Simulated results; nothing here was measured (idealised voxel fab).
Module name: voxel double patterning (process module)
Displayed cross-section: cut, width of 195 nm, square cells sized 5 nm.
How to read a cross-section here: the picture is a grid of square cells, written as bands going from the top down, and any band can span one or more rows of cells. First you get the band's top height and its bottom height, in nm, and then the materials it's made of, left to right, with each width in nm. If you see a single material with "all across", that one covers the band edge to edge. "empty" is empty space. Beneath 0, the wafer as received is one material, and that level is where height counting begins. The lowest band goes on downward without a bottom; it is written like "0 and below". Quick explanation for "30..40": the width changes in equal steps down the rows of cells, from the first number in the band's top row to the second number in its bottom row. When a step is marked "remains unaltered", none of the cells in the cross-section changed during that step. "Enclosed void inventory": empty spaces of 8 cells or more with no open way to the top, each given as width x height at distance, distance from the left edge, all in nm. It should be noted that, on the line of a given step, the content following the step's settings is a remark produced by the simulator itself with respect to that step. The "overlay nm" setting may appear on a step's line; for a step that uses a mask, it gives how far to the right of its planned position the mask lay, and a negative value indicates the left.
### Steps planned for the process
1: op RECEIVE | material Si
2: op CONFORMAL_DEP | material SiN | thk nm 5
3: op DIRECTIONAL_DEP | material SiO2 | thk nm 15
4: op DIRECTIONAL_DEP | material SiCN | thk nm 5
5: op MASKED_ETCH | tone open | mask id FIRST | width nm 15 | pitch nm 50 | etch materials SiCN | depth nm 5 | overlay nm 0
6: op PATTERN | tone open | mask id SECOND | material resist | width nm 15 | pitch nm 50 | thk nm 15 | overlay nm 0
7: op DIRECTIONAL_ETCH | etch materials SiCN | depth nm 5
8: op STRIP | etch materials resist
9: op DIRECTIONAL_ETCH | etch materials SiO2 | depth nm 15
10: op STRIP | etch materials SiCN
### Cross-section of the wafer at receipt, which is the condition after step 1
> 0 and below = Si all across
> Enclosed void inventory: none
### Cross-section, first of two wafers, end of module, run as planned
> 20 down to 5 = SiO2=40; empty=15; SiO2=10; empty=15; SiO2=10; empty=15; SiO2=10; empty=15; SiO2=10; empty=15; SiO2=40
> 5 down to 0 = SiN all across
> 0 and below = Si all across
> Enclosed void inventory: none
### So this is wafer number two of the two, cut at the end of the module - it started where the first did and had the same plan, we just got one thing wrong running it
> 20 down to 5 = SiO2=40; empty=15; SiO2=5; empty=25; SiO2=5; empty=15; SiO2=5; empty=25; SiO2=5; empty=15; SiO2=40
> 5 down to 0 = SiN all across
> 0 and below = Si all across
> Enclosed void inventory: none
Deviation noted in wafer processing: note that step 6 departed from the planned setting and was carried out as op PATTERN | tone open | mask id SECOND | material resist | width nm 25 | pitch nm 50 | thk nm 15 | overlay nm 0
The final cell counts differ between the wafers, with the second having more or fewer of some materials than the first: SiO2 -12
